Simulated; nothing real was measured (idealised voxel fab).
This section sets out a process module, namely voxel wiring stack.
Square cells of 5 nm make up the cross-section cut, whose width is 300 nm.
When this document writes out a cross-section, it uses a grid of square cells and lists it as bands, beginning at the top and moving down, with a band standing for one or more rows of cells.
Band entry format. Leading values: height of top, height of bottom, nm. Remainder: materials in left-to-right order, each with its width in nm. Special words: "everywhere" on a single material, which then fills the band edge to edge; "blank", empty space.
Height is counted from the level 0, under which the received wafer is composed throughout of one material. The lowest of the bands is not closed at the bottom but continues downward, in the notation "0 down".
The expression "30 to 40" gives the width at the extremes of the band, the first number at its top row of cells and the second at its bottom row, with the width changing by equal amounts from each row to the next in between.
Given "left unchanged" for a step, no cell of the cross-section differs between before and after that step.
"Internal closed voids": sealed empty spaces, 8 cells or more, no open way to top, listed width x height at distance, with distance from the left edge and width, height and distance in nm.
Text after the settings on a step's line: the simulator's own remark on that step.
For masked steps, "overlay nm" on the step line gives how far right of plan the mask actually lay; a minus sign means it lay to the left.
-- Here's what the planned process steps look like
1 RECEIVE with material Si
2 CONFORMAL_DEP with material SiO2, thk nm 15
3 DIRECTIONAL_DEP with material TiN, thk nm 5
4 DIRECTIONAL_DEP with material Ru, thk nm 25
5 PATTERN with tone cover, mask id METAL_1, material resist, width nm 30, pitch nm 45, thk nm 20, overlay nm 0
6 DIRECTIONAL_ETCH with etch materials Ru, depth nm 25
7 DIRECTIONAL_ETCH with etch materials TiN, depth nm 5
8 STRIP with etch materials resist
9 CONFORMAL_DEP with material SiN, thk nm 5
10 FILL_DEP with material lowk, thk nm 10
11 CMP with height nm 45
12 CONFORMAL_DEP with material SiCN, thk nm 5
13 DIRECTIONAL_DEP with material lowk, thk nm 30
14 MASKED_ETCH with tone open, mask id METAL_2_HOLES, width nm 15, pitch nm 45, etch materials lowk, depth nm 30, overlay nm 0
15 MASKED_ETCH with tone open, mask id METAL_2, width nm 30, pitch nm 45, etch materials lowk, depth nm 15, overlay nm 0
16 MASKED_ETCH with tone open, mask id METAL_2, width nm 30, pitch nm 45, etch materials SiCN, depth nm 5, overlay nm 0
17 CONFORMAL_DEP with material TiN, thk nm 5
18 FILL_DEP with material Cu, thk nm 10
19 CMP with height nm 80
20 CONFORMAL_DEP with material SiCN, thk nm 5
21 DIRECTIONAL_DEP with material SiO2, thk nm 30
22 PATTERN with tone open, mask id METAL_3, material resist, width nm 30, pitch nm 45, thk nm 20, overlay nm 0
23 DIRECTIONAL_ETCH with etch materials SiO2, depth nm 15
24 STRIP with etch materials resist
25 MASKED_ETCH with tone open, mask id METAL_3_HOLES, width nm 15, pitch nm 45, etch materials SiO2, depth nm 15, overlay nm 0
26 MASKED_ETCH with tone open, mask id METAL_3_HOLES, width nm 15, pitch nm 45, etch materials SiCN, depth nm 5, overlay nm 0
27 CONFORMAL_DEP with material TiN, thk nm 5
28 FILL_DEP with material Cu, thk nm 10
29 CMP with height nm 115
30 CONFORMAL_DEP with material SiN, thk nm 5
-- Wafer, first of two, run as planned
-- As received (post step 1): cross-section
- 0 down: Si everywhere
- Internal closed voids: none
-- Presented here is a cross-section of the wafer after step 2 has been performed
- 15 to 0: SiO2 everywhere
- Below a height of 0, the structure has not been altered.
-- Presented here is a cross-section of the wafer after step 3 has been performed
- 20 to 15: TiN everywhere
- Below a height of 15, the structure has not been altered.
-- Presented here is a cross-section of the wafer after step 4 has been performed
- 45 to 20: Ru everywhere
- Below a height of 20, the structure has not been altered.
-- Presented here is a cross-section of the wafer after step 5 has been performed
- 65 to 45: blank 65 | resist 30 | blank 15 | resist 30 | blank 15 | resist 30 | blank 15 | resist 30 | blank 70
- Below a height of 45, the structure has not been altered.
-- Presented here is a cross-section of the wafer after step 6 has been performed
- 65 to 45: blank 65 | resist 30 | blank 15 | resist 30 | blank 15 | resist 30 | blank 15 | resist 30 | blank 70
- 45 to 20: blank 65 | Ru 30 | blank 15 | Ru 30 | blank 15 | Ru 30 | blank 15 | Ru 30 | blank 70
- Below a height of 20, the structure has not been altered.
-- Presented here is a cross-section of the wafer after step 7 has been performed
- 65 to 45: blank 65 | resist 30 | blank 15 | resist 30 | blank 15 | resist 30 | blank 15 | resist 30 | blank 70
- 45 to 20: blank 65 | Ru 30 | blank 15 | Ru 30 | blank 15 | Ru 30 | blank 15 | Ru 30 | blank 70
- 20 to 15: blank 65 | TiN 30 | blank 15 | TiN 30 | blank 15 | TiN 30 | blank 15 | TiN 30 | blank 70
- Below a height of 15, the structure has not been altered.
-- Presented here is a cross-section of the wafer after step 8 has been performed
- 45 to 20: blank 65 | Ru 30 | blank 15 | Ru 30 | blank 15 | Ru 30 | blank 15 | Ru 30 | blank 70
- Below a height of 20, the structure has not been altered.
-- Presented here is a cross-section of the wafer after step 9 has been performed
- 50 to 45: blank 60 | SiN 40 | blank 5 | SiN 40 | blank 5 | SiN 40 | blank 5 | SiN 40 | blank 65
- 45 to 20: blank 60 | SiN 5 | Ru 30 | SiN 5 | blank 5 | SiN 5 | Ru 30 | SiN 5 | blank 5 | SiN 5 | Ru 30 | SiN 5 | blank 5 | SiN 5 | Ru 30 | SiN 5 | blank 65
- 20 to 15: SiN 65 | TiN 30 | SiN 15 | TiN 30 | SiN 15 | TiN 30 | SiN 15 | TiN 30 | SiN 70
- Below a height of 15, the structure has not been altered.
-- Presented here is a cross-section of the wafer after step 10 has been performed
- 60 to 50: lowk everywhere
- 50 to 45: lowk 60 | SiN 40 | lowk 5 | SiN 40 | lowk 5 | SiN 40 | lowk 5 | SiN 40 | lowk 65
- 45 to 20: lowk 60 | SiN 5 | Ru 30 | SiN 5 | lowk 5 | SiN 5 | Ru 30 | SiN 5 | lowk 5 | SiN 5 | Ru 30 | SiN 5 | lowk 5 | SiN 5 | Ru 30 | SiN 5 | lowk 65
- Below a height of 20, the structure has not been altered.
-- Presented here is a cross-section of the wafer after step 11 has been performed
- 45 to 20: lowk 60 | SiN 5 | Ru 30 | SiN 5 | lowk 5 | SiN 5 | Ru 30 | SiN 5 | lowk 5 | SiN 5 | Ru 30 | SiN 5 | lowk 5 | SiN 5 | Ru 30 | SiN 5 | lowk 65
- Below a height of 20, the structure has not been altered.
-- Presented here is a cross-section of the wafer after step 12 has been performed
- 50 to 45: SiCN everywhere
- Below a height of 45, the structure has not been altered.
-- Presented here is a cross-section of the wafer after step 13 has been performed
- 80 to 50: lowk everywhere
- Below a height of 50, the structure has not been altered.
-- Presented here is a cross-section of the wafer after step 14 has been performed
- 80 to 50: lowk 65 | blank 15 | lowk 30 | blank 15 | lowk 30 | blank 15 | lowk 30 | blank 15 | lowk 85
- Below a height of 50, the structure has not been altered.
-- Presented here is a cross-section of the wafer after step 15 has been performed
- 80 to 65: lowk 65 | blank 30 | lowk 15 | blank 30 | lowk 15 | blank 30 | lowk 15 | blank 30 | lowk 70
- Below a height of 65, the structure has not been altered.
-- Presented here is a cross-section of the wafer after step 16 has been performed
- 80 to 65: lowk 65 | blank 30 | lowk 15 | blank 30 | lowk 15 | blank 30 | lowk 15 | blank 30 | lowk 70
- 65 to 50: lowk 65 | blank 15 | lowk 30 | blank 15 | lowk 30 | blank 15 | lowk 30 | blank 15 | lowk 85
- 50 to 45: SiCN 65 | blank 15 | SiCN 30 | blank 15 | SiCN 30 | blank 15 | SiCN 30 | blank 15 | SiCN 85
- Below a height of 45, the structure has not been altered.
-- Presented here is a cross-section of the wafer after step 17 has been performed
- 85 to 80: TiN 70 | blank 20 | TiN 25 | blank 20 | TiN 25 | blank 20 | TiN 25 | blank 20 | TiN 75
- 80 to 70: lowk 65 | TiN 5 | blank 20 | TiN 5 | lowk 15 | TiN 5 | blank 20 | TiN 5 | lowk 15 | TiN 5 | blank 20 | TiN 5 | lowk 15 | TiN 5 | blank 20 | TiN 5 | lowk 70
- 70 to 65: lowk 65 | TiN 5 | blank 5 | TiN 20 | lowk 15 | TiN 5 | blank 5 | TiN 20 | lowk 15 | TiN 5 | blank 5 | TiN 20 | lowk 15 | TiN 5 | blank 5 | TiN 20 | lowk 70
- 65 to 50: lowk 65 | TiN 5 | blank 5 | TiN 5 | lowk 30 | TiN 5 | blank 5 | TiN 5 | lowk 30 | TiN 5 | blank 5 | TiN 5 | lowk 30 | TiN 5 | blank 5 | TiN 5 | lowk 85
- 50 to 45: SiCN 65 | TiN 15 | SiCN 30 | TiN 15 | SiCN 30 | TiN 15 | SiCN 30 | TiN 15 | SiCN 85
- Below a height of 45, the structure has not been altered.
-- Presented here is a cross-section of the wafer after step 18 has been performed
- 95 to 85: Cu everywhere
- 85 to 80: TiN 70 | Cu 20 | TiN 25 | Cu 20 | TiN 25 | Cu 20 | TiN 25 | Cu 20 | TiN 75
- 80 to 70: lowk 65 | TiN 5 | Cu 20 | TiN 5 | lowk 15 | TiN 5 | Cu 20 | TiN 5 | lowk 15 | TiN 5 | Cu 20 | TiN 5 | lowk 15 | TiN 5 | Cu 20 | TiN 5 | lowk 70
- 70 to 65: lowk 65 | TiN 5 | Cu 5 | TiN 20 | lowk 15 | TiN 5 | Cu 5 | TiN 20 | lowk 15 | TiN 5 | Cu 5 | TiN 20 | lowk 15 | TiN 5 | Cu 5 | TiN 20 | lowk 70
- 65 to 50: lowk 65 | TiN 5 | Cu 5 | TiN 5 | lowk 30 | TiN 5 | Cu 5 | TiN 5 | lowk 30 | TiN 5 | Cu 5 | TiN 5 | lowk 30 | TiN 5 | Cu 5 | TiN 5 | lowk 85
- Below a height of 50, the structure has not been altered.
-- Presented here is a cross-section of the wafer after step 19 has been performed
- 80 to 70: lowk 65 | TiN 5 | Cu 20 | TiN 5 | lowk 15 | TiN 5 | Cu 20 | TiN 5 | lowk 15 | TiN 5 | Cu 20 | TiN 5 | lowk 15 | TiN 5 | Cu 20 | TiN 5 | lowk 70
- Below a height of 70, the structure has not been altered.
-- Presented here is a cross-section of the wafer after step 20 has been performed
- 85 to 80: SiCN everywhere
- Below a height of 80, the structure has not been altered.
-- Presented here is a cross-section of the wafer after step 21 has been performed
- 115 to 85: SiO2 everywhere
- Below a height of 85, the structure has not been altered.
-- Presented here is a cross-section of the wafer after step 22 has been performed
- 135 to 115: resist 65 | blank 30 | resist 15 | blank 30 | resist 15 | blank 30 | resist 15 | blank 30 | resist 70
- Below a height of 115, the structure has not been altered.
-- Presented here is a cross-section of the wafer after step 23 has been performed
- 135 to 115: resist 65 | blank 30 | resist 15 | blank 30 | resist 15 | blank 30 | resist 15 | blank 30 | resist 70
- 115 to 100: SiO2 65 | blank 30 | SiO2 15 | blank 30 | SiO2 15 | blank 30 | SiO2 15 | blank 30 | SiO2 70
- Below a height of 100, the structure has not been altered.
-- Presented here is a cross-section of the wafer after step 24 has been performed
- 115 to 100: SiO2 65 | blank 30 | SiO2 15 | blank 30 | SiO2 15 | blank 30 | SiO2 15 | blank 30 | SiO2 70
- Below a height of 100, the structure has not been altered.
-- Presented here is a cross-section of the wafer after step 25 has been performed
- 115 to 100: SiO2 65 | blank 30 | SiO2 15 | blank 30 | SiO2 15 | blank 30 | SiO2 15 | blank 30 | SiO2 70
- 100 to 85: SiO2 65 | blank 15 | SiO2 30 | blank 15 | SiO2 30 | blank 15 | SiO2 30 | blank 15 | SiO2 85
- Below a height of 85, the structure has not been altered.
-- Presented here is a cross-section of the wafer after step 26 has been performed
- 115 to 100: SiO2 65 | blank 30 | SiO2 15 | blank 30 | SiO2 15 | blank 30 | SiO2 15 | blank 30 | SiO2 70
- 100 to 85: SiO2 65 | blank 15 | SiO2 30 | blank 15 | SiO2 30 | blank 15 | SiO2 30 | blank 15 | SiO2 85
- 85 to 80: SiCN 65 | blank 15 | SiCN 30 | blank 15 | SiCN 30 | blank 15 | SiCN 30 | blank 15 | SiCN 85
- Below a height of 80, the structure has not been altered.
-- Presented here is a cross-section of the wafer after step 27 has been performed
- 120 to 115: TiN 70 | blank 20 | TiN 25 | blank 20 | TiN 25 | blank 20 | TiN 25 | blank 20 | TiN 75
- 115 to 105: SiO2 65 | TiN 5 | blank 20 | TiN 5 | SiO2 15 | TiN 5 | blank 20 | TiN 5 | SiO2 15 | TiN 5 | blank 20 | TiN 5 | SiO2 15 | TiN 5 | blank 20 | TiN 5 | SiO2 70
- 105 to 100: SiO2 65 | TiN 5 | blank 5 | TiN 20 | SiO2 15 | TiN 5 | blank 5 | TiN 20 | SiO2 15 | TiN 5 | blank 5 | TiN 20 | SiO2 15 | TiN 5 | blank 5 | TiN 20 | SiO2 70
- 100 to 85: SiO2 65 | TiN 5 | blank 5 | TiN 5 | SiO2 30 | TiN 5 | blank 5 | TiN 5 | SiO2 30 | TiN 5 | blank 5 | TiN 5 | SiO2 30 | TiN 5 | blank 5 | TiN 5 | SiO2 85
- 85 to 80: SiCN 65 | TiN 15 | SiCN 30 | TiN 15 | SiCN 30 | TiN 15 | SiCN 30 | TiN 15 | SiCN 85
- Below a height of 80, the structure has not been altered.
-- Presented here is a cross-section of the wafer after step 28 has been performed
- 130 to 120: Cu everywhere
- 120 to 115: TiN 70 | Cu 20 | TiN 25 | Cu 20 | TiN 25 | Cu 20 | TiN 25 | Cu 20 | TiN 75
- 115 to 105: SiO2 65 | TiN 5 | Cu 20 | TiN 5 | SiO2 15 | TiN 5 | Cu 20 | TiN 5 | SiO2 15 | TiN 5 | Cu 20 | TiN 5 | SiO2 15 | TiN 5 | Cu 20 | TiN 5 | SiO2 70
- 105 to 100: SiO2 65 | TiN 5 | Cu 5 | TiN 20 | SiO2 15 | TiN 5 | Cu 5 | TiN 20 | SiO2 15 | TiN 5 | Cu 5 | TiN 20 | SiO2 15 | TiN 5 | Cu 5 | TiN 20 | SiO2 70
- 100 to 85: SiO2 65 | TiN 5 | Cu 5 | TiN 5 | SiO2 30 | TiN 5 | Cu 5 | TiN 5 | SiO2 30 | TiN 5 | Cu 5 | TiN 5 | SiO2 30 | TiN 5 | Cu 5 | TiN 5 | SiO2 85
- Below a height of 85, the structure has not been altered.
-- Presented here is a cross-section of the wafer after step 29 has been performed
- 115 to 105: SiO2 65 | TiN 5 | Cu 20 | TiN 5 | SiO2 15 | TiN 5 | Cu 20 | TiN 5 | SiO2 15 | TiN 5 | Cu 20 | TiN 5 | SiO2 15 | TiN 5 | Cu 20 | TiN 5 | SiO2 70
- Below a height of 105, the structure has not been altered.
-- Presented here is a cross-section of the wafer after step 30 has been performed
- 120 to 115: SiN everywhere
- Below a height of 115, the structure has not been altered.
-- Companion wafer, the second of two: same beginning, same intended sequence, one mistake in carrying it out; through step 1 inclusive it tracks the first exactly
-- Second wafer: cross-section at the scheduled end of step 2
- 5 to 0: TiN everywhere
- Below a height of 0, the structure has not been altered.
-- Second wafer: cross-section at the scheduled end of step 3
- 20 to 5: SiO2 everywhere
- Below a height of 5, the structure has not been altered.
-- Second wafer: cross-section at the scheduled end of step 4
- 45 to 20: Ru everywhere
- Below a height of 20, the structure has not been altered.
-- Second wafer: cross-section at the scheduled end of step 5
- 65 to 45: blank 65 | resist 30 | blank 15 | resist 30 | blank 15 | resist 30 | blank 15 | resist 30 | blank 70
- Below a height of 45, the structure has not been altered.
-- Second wafer: cross-section at the scheduled end of step 6
- 65 to 45: blank 65 | resist 30 | blank 15 | resist 30 | blank 15 | resist 30 | blank 15 | resist 30 | blank 70
- 45 to 20: blank 65 | Ru 30 | blank 15 | Ru 30 | blank 15 | Ru 30 | blank 15 | Ru 30 | blank 70
- Below a height of 20, the structure has not been altered.
Second wafer: cross-section at the scheduled end of step 7: left unchanged
-- Second wafer: cross-section at the scheduled end of step 8
- 45 to 20: blank 65 | Ru 30 | blank 15 | Ru 30 | blank 15 | Ru 30 | blank 15 | Ru 30 | blank 70
- Below a height of 20, the structure has not been altered.
-- Second wafer: cross-section at the scheduled end of step 9
- 50 to 45: blank 60 | SiN 40 | blank 5 | SiN 40 | blank 5 | SiN 40 | blank 5 | SiN 40 | blank 65
- 45 to 25: blank 60 | SiN 5 | Ru 30 | SiN 5 | blank 5 | SiN 5 | Ru 30 | SiN 5 | blank 5 | SiN 5 | Ru 30 | SiN 5 | blank 5 | SiN 5 | Ru 30 | SiN 5 | blank 65
- 25 to 20: SiN 65 | Ru 30 | SiN 15 | Ru 30 | SiN 15 | Ru 30 | SiN 15 | Ru 30 | SiN 70
- Below a height of 20, the structure has not been altered.
-- Second wafer: cross-section at the scheduled end of step 10
- 60 to 50: lowk everywhere
- 50 to 45: lowk 60 | SiN 40 | lowk 5 | SiN 40 | lowk 5 | SiN 40 | lowk 5 | SiN 40 | lowk 65
- 45 to 25: lowk 60 | SiN 5 | Ru 30 | SiN 5 | lowk 5 | SiN 5 | Ru 30 | SiN 5 | lowk 5 | SiN 5 | Ru 30 | SiN 5 | lowk 5 | SiN 5 | Ru 30 | SiN 5 | lowk 65
- Below a height of 25, the structure has not been altered.
-- Second wafer: cross-section at the scheduled end of step 11
- 45 to 25: lowk 60 | SiN 5 | Ru 30 | SiN 5 | lowk 5 | SiN 5 | Ru 30 | SiN 5 | lowk 5 | SiN 5 | Ru 30 | SiN 5 | lowk 5 | SiN 5 | Ru 30 | SiN 5 | lowk 65
- Below a height of 25, the structure has not been altered.
-- Second wafer: cross-section at the scheduled end of step 12
- 50 to 45: SiCN everywhere
- Below a height of 45, the structure has not been altered.
-- Second wafer: cross-section at the scheduled end of step 13
- 80 to 50: lowk everywhere
- Below a height of 50, the structure has not been altered.
-- Second wafer: cross-section at the scheduled end of step 14
- 80 to 50: lowk 65 | blank 15 | lowk 30 | blank 15 | lowk 30 | blank 15 | lowk 30 | blank 15 | lowk 85
- Below a height of 50, the structure has not been altered.
-- Second wafer: cross-section at the scheduled end of step 15
- 80 to 65: lowk 65 | blank 30 | lowk 15 | blank 30 | lowk 15 | blank 30 | lowk 15 | blank 30 | lowk 70
- Below a height of 65, the structure has not been altered.
-- Second wafer: cross-section at the scheduled end of step 16
- 80 to 65: lowk 65 | blank 30 | lowk 15 | blank 30 | lowk 15 | blank 30 | lowk 15 | blank 30 | lowk 70
- 65 to 50: lowk 65 | blank 15 | lowk 30 | blank 15 | lowk 30 | blank 15 | lowk 30 | blank 15 | lowk 85
- 50 to 45: SiCN 65 | blank 15 | SiCN 30 | blank 15 | SiCN 30 | blank 15 | SiCN 30 | blank 15 | SiCN 85
- Below a height of 45, the structure has not been altered.
-- Second wafer: cross-section at the scheduled end of step 17
- 85 to 80: TiN 70 | blank 20 | TiN 25 | blank 20 | TiN 25 | blank 20 | TiN 25 | blank 20 | TiN 75
- 80 to 70: lowk 65 | TiN 5 | blank 20 | TiN 5 | lowk 15 | TiN 5 | blank 20 | TiN 5 | lowk 15 | TiN 5 | blank 20 | TiN 5 | lowk 15 | TiN 5 | blank 20 | TiN 5 | lowk 70
- 70 to 65: lowk 65 | TiN 5 | blank 5 | TiN 20 | lowk 15 | TiN 5 | blank 5 | TiN 20 | lowk 15 | TiN 5 | blank 5 | TiN 20 | lowk 15 | TiN 5 | blank 5 | TiN 20 | lowk 70
- 65 to 50: lowk 65 | TiN 5 | blank 5 | TiN 5 | lowk 30 | TiN 5 | blank 5 | TiN 5 | lowk 30 | TiN 5 | blank 5 | TiN 5 | lowk 30 | TiN 5 | blank 5 | TiN 5 | lowk 85
- 50 to 45: SiCN 65 | TiN 15 | SiCN 30 | TiN 15 | SiCN 30 | TiN 15 | SiCN 30 | TiN 15 | SiCN 85
- Below a height of 45, the structure has not been altered.
-- Second wafer: cross-section at the scheduled end of step 18
- 95 to 85: Cu everywhere
- 85 to 80: TiN 70 | Cu 20 | TiN 25 | Cu 20 | TiN 25 | Cu 20 | TiN 25 | Cu 20 | TiN 75
- 80 to 70: lowk 65 | TiN 5 | Cu 20 | TiN 5 | lowk 15 | TiN 5 | Cu 20 | TiN 5 | lowk 15 | TiN 5 | Cu 20 | TiN 5 | lowk 15 | TiN 5 | Cu 20 | TiN 5 | lowk 70
- 70 to 65: lowk 65 | TiN 5 | Cu 5 | TiN 20 | lowk 15 | TiN 5 | Cu 5 | TiN 20 | lowk 15 | TiN 5 | Cu 5 | TiN 20 | lowk 15 | TiN 5 | Cu 5 | TiN 20 | lowk 70
- 65 to 50: lowk 65 | TiN 5 | Cu 5 | TiN 5 | lowk 30 | TiN 5 | Cu 5 | TiN 5 | lowk 30 | TiN 5 | Cu 5 | TiN 5 | lowk 30 | TiN 5 | Cu 5 | TiN 5 | lowk 85
- Below a height of 50, the structure has not been altered.
-- Second wafer: cross-section at the scheduled end of step 19
- 80 to 70: lowk 65 | TiN 5 | Cu 20 | TiN 5 | lowk 15 | TiN 5 | Cu 20 | TiN 5 | lowk 15 | TiN 5 | Cu 20 | TiN 5 | lowk 15 | TiN 5 | Cu 20 | TiN 5 | lowk 70
- Below a height of 70, the structure has not been altered.
-- Second wafer: cross-section at the scheduled end of step 20
- 85 to 80: SiCN everywhere
- Below a height of 80, the structure has not been altered.
-- Second wafer: cross-section at the scheduled end of step 21
- 115 to 85: SiO2 everywhere
- Below a height of 85, the structure has not been altered.
-- Second wafer: cross-section at the scheduled end of step 22
- 135 to 115: resist 65 | blank 30 | resist 15 | blank 30 | resist 15 | blank 30 | resist 15 | blank 30 | resist 70
- Below a height of 115, the structure has not been altered.
-- Second wafer: cross-section at the scheduled end of step 23
- 135 to 115: resist 65 | blank 30 | resist 15 | blank 30 | resist 15 | blank 30 | resist 15 | blank 30 | resist 70
- 115 to 100: SiO2 65 | blank 30 | SiO2 15 | blank 30 | SiO2 15 | blank 30 | SiO2 15 | blank 30 | SiO2 70
- Below a height of 100, the structure has not been altered.
-- Second wafer: cross-section at the scheduled end of step 24
- 115 to 100: SiO2 65 | blank 30 | SiO2 15 | blank 30 | SiO2 15 | blank 30 | SiO2 15 | blank 30 | SiO2 70
- Below a height of 100, the structure has not been altered.
-- Second wafer: cross-section at the scheduled end of step 25
- 115 to 100: SiO2 65 | blank 30 | SiO2 15 | blank 30 | SiO2 15 | blank 30 | SiO2 15 | blank 30 | SiO2 70
- 100 to 85: SiO2 65 | blank 15 | SiO2 30 | blank 15 | SiO2 30 | blank 15 | SiO2 30 | blank 15 | SiO2 85
- Below a height of 85, the structure has not been altered.
-- Second wafer: cross-section at the scheduled end of step 26
- 115 to 100: SiO2 65 | blank 30 | SiO2 15 | blank 30 | SiO2 15 | blank 30 | SiO2 15 | blank 30 | SiO2 70
- 100 to 85: SiO2 65 | blank 15 | SiO2 30 | blank 15 | SiO2 30 | blank 15 | SiO2 30 | blank 15 | SiO2 85
- 85 to 80: SiCN 65 | blank 15 | SiCN 30 | blank 15 | SiCN 30 | blank 15 | SiCN 30 | blank 15 | SiCN 85
- Below a height of 80, the structure has not been altered.
-- Second wafer: cross-section at the scheduled end of step 27
- 120 to 115: TiN 70 | blank 20 | TiN 25 | blank 20 | TiN 25 | blank 20 | TiN 25 | blank 20 | TiN 75
- 115 to 105: SiO2 65 | TiN 5 | blank 20 | TiN 5 | SiO2 15 | TiN 5 | blank 20 | TiN 5 | SiO2 15 | TiN 5 | blank 20 | TiN 5 | SiO2 15 | TiN 5 | blank 20 | TiN 5 | SiO2 70
- 105 to 100: SiO2 65 | TiN 5 | blank 5 | TiN 20 | SiO2 15 | TiN 5 | blank 5 | TiN 20 | SiO2 15 | TiN 5 | blank 5 | TiN 20 | SiO2 15 | TiN 5 | blank 5 | TiN 20 | SiO2 70
- 100 to 85: SiO2 65 | TiN 5 | blank 5 | TiN 5 | SiO2 30 | TiN 5 | blank 5 | TiN 5 | SiO2 30 | TiN 5 | blank 5 | TiN 5 | SiO2 30 | TiN 5 | blank 5 | TiN 5 | SiO2 85
- 85 to 80: SiCN 65 | TiN 15 | SiCN 30 | TiN 15 | SiCN 30 | TiN 15 | SiCN 30 | TiN 15 | SiCN 85
- Below a height of 80, the structure has not been altered.
-- Second wafer: cross-section at the scheduled end of step 28
- 130 to 120: Cu everywhere
- 120 to 115: TiN 70 | Cu 20 | TiN 25 | Cu 20 | TiN 25 | Cu 20 | TiN 25 | Cu 20 | TiN 75
- 115 to 105: SiO2 65 | TiN 5 | Cu 20 | TiN 5 | SiO2 15 | TiN 5 | Cu 20 | TiN 5 | SiO2 15 | TiN 5 | Cu 20 | TiN 5 | SiO2 15 | TiN 5 | Cu 20 | TiN 5 | SiO2 70
- 105 to 100: SiO2 65 | TiN 5 | Cu 5 | TiN 20 | SiO2 15 | TiN 5 | Cu 5 | TiN 20 | SiO2 15 | TiN 5 | Cu 5 | TiN 20 | SiO2 15 | TiN 5 | Cu 5 | TiN 20 | SiO2 70
- 100 to 85: SiO2 65 | TiN 5 | Cu 5 | TiN 5 | SiO2 30 | TiN 5 | Cu 5 | TiN 5 | SiO2 30 | TiN 5 | Cu 5 | TiN 5 | SiO2 30 | TiN 5 | Cu 5 | TiN 5 | SiO2 85
- Below a height of 85, the structure has not been altered.
-- Second wafer: cross-section at the scheduled end of step 29
- 115 to 105: SiO2 65 | TiN 5 | Cu 20 | TiN 5 | SiO2 15 | TiN 5 | Cu 20 | TiN 5 | SiO2 15 | TiN 5 | Cu 20 | TiN 5 | SiO2 15 | TiN 5 | Cu 20 | TiN 5 | SiO2 70
- Below a height of 105, the structure has not been altered.
-- Second wafer: cross-section at the scheduled end of step 30
- 120 to 115: SiN everywhere
- Below a height of 115, the structure has not been altered.
The mistake made against the process plan was this: deviation from plan: step 3 and step 2 executed in one another's positions
Materials where the second wafer ends with more or fewer cells than the first: -8 SiN, +36 TiN, -28 lowk
